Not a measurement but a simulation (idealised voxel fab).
Documented hereafter: the process module known as voxel trench capacitor.
For reference, the cross-section in this document is cut, with width 200 nm and square cells of 5 nm.
Cross-section = grid of square cells, listed top down in bands; band = one or more rows.
Within each band entry, the heights of the top and of the bottom of the band appear first, in that order and in nm; the materials of the band then follow from left to right, each with its corresponding width in nm. The designation "edge to edge" on a single material indicates that it fills the band from edge to edge; the designation "air" indicates empty space.
Below 0: as-received wafer, all one material; heights counted from there. Lowest band: no bottom, goes on down, written "0 down".
The width entry "30 to 40" should be interpreted row by row: the top row of cells in the band takes the first number, the bottom row takes the second number, and the change between adjacent rows is uniform throughout.
The designation "no change", where it is given for a processing step, indicates that no cell of the cross-section was altered in the course of that step.
Empty spaces counting at least 8 cells and having no open way to the top are listed in "Closed voids list". The notation width x height at distance is used for each, the distance being from the left edge and all three values in nm.
Post-settings text on a step line: simulator's own remark regarding the step.
If you see "overlay nm" on a step's line and that step has a mask, it's telling you how far right of where it was planned the mask ended up; a negative number means it went left instead.
Heads up before you read on: it's before/after pairs around one process step each, after side only down to the lowest band that changed, step plus settings under the pair. Pairs can be from different runs of this module, same starting wafer, so only chain a pair onto the one above if its "Pre-step" entry says so.

-- Pre-step
- 10 to 0: air (20) | SiN (25) | air (20) | SiN (25) | air (20) | SiN (25) | air (20) | SiN (25) | air (20)
- 0 to -35: air (20) | Si (25) | air (20) | Si (25) | air (20) | Si (25) | air (20) | Si (25) | air (20)
- -35 down: Si edge to edge
- Closed voids list: none

-- Post-Step Cross-Section
- 15 to 10: air (15) | SiO2 (35) | air (10) | SiO2 (35) | air (10) | SiO2 (35) | air (10) | SiO2 (35) | air (15)
- 10 to 0: air (15) | SiO2 (5) | SiN (25) | SiO2 (5) | air (10) | SiO2 (5) | SiN (25) | SiO2 (5) | air (10) | SiO2 (5) | SiN (25) | SiO2 (5) | air (10) | SiO2 (5) | SiN (25) | SiO2 (5) | air (15)
- 0 to -30: air (15) | SiO2 (5) | Si (25) | SiO2 (5) | air (10) | SiO2 (5) | Si (25) | SiO2 (5) | air (10) | SiO2 (5) | Si (25) | SiO2 (5) | air (10) | SiO2 (5) | Si (25) | SiO2 (5) | air (15)
- -30 to -35: SiO2 (20) | Si (25) | SiO2 (20) | Si (25) | SiO2 (20) | Si (25) | SiO2 (20) | Si (25) | SiO2 (20)
- At heights below -35, the structure remains unaltered.
- Closed voids list: none
Q: step between the cross-sections above? A: CONFORMAL_DEP,material SiO2,thk nm 5

Pre-step: it's just the after picture from the pair right above this one.

-- Post-Step Cross-Section
- 25 to 15: polySi edge to edge
- 15 to 10: polySi (15) | SiO2 (35) | polySi (10) | SiO2 (35) | polySi (10) | SiO2 (35) | polySi (10) | SiO2 (35) | polySi (15)
- 10 to 0: polySi (15) | SiO2 (5) | SiN (25) | SiO2 (5) | polySi (10) | SiO2 (5) | SiN (25) | SiO2 (5) | polySi (10) | SiO2 (5) | SiN (25) | SiO2 (5) | polySi (10) | SiO2 (5) | SiN (25) | SiO2 (5) | polySi (15)
- 0 to -30: polySi (15) | SiO2 (5) | Si (25) | SiO2 (5) | polySi (10) | SiO2 (5) | Si (25) | SiO2 (5) | polySi (10) | SiO2 (5) | Si (25) | SiO2 (5) | polySi (10) | SiO2 (5) | Si (25) | SiO2 (5) | polySi (15)
- At heights below -30, the structure remains unaltered.
- Closed voids list: none
Q: step between the cross-sections above? A: FILL_DEP,material polySi,thk nm 10

Pre-step: it's just the after picture from the pair right above this one.

-- Post-Step Cross-Section
- 10 to 0: polySi (15) | SiO2 (5) | SiN (25) | SiO2 (5) | polySi (10) | SiO2 (5) | SiN (25) | SiO2 (5) | polySi (10) | SiO2 (5) | SiN (25) | SiO2 (5) | polySi (10) | SiO2 (5) | SiN (25) | SiO2 (5) | polySi (15)
- At heights below 0, the structure remains unaltered.
- Closed voids list: none
Q: step between the cross-sections above? A: CMP,height nm 10
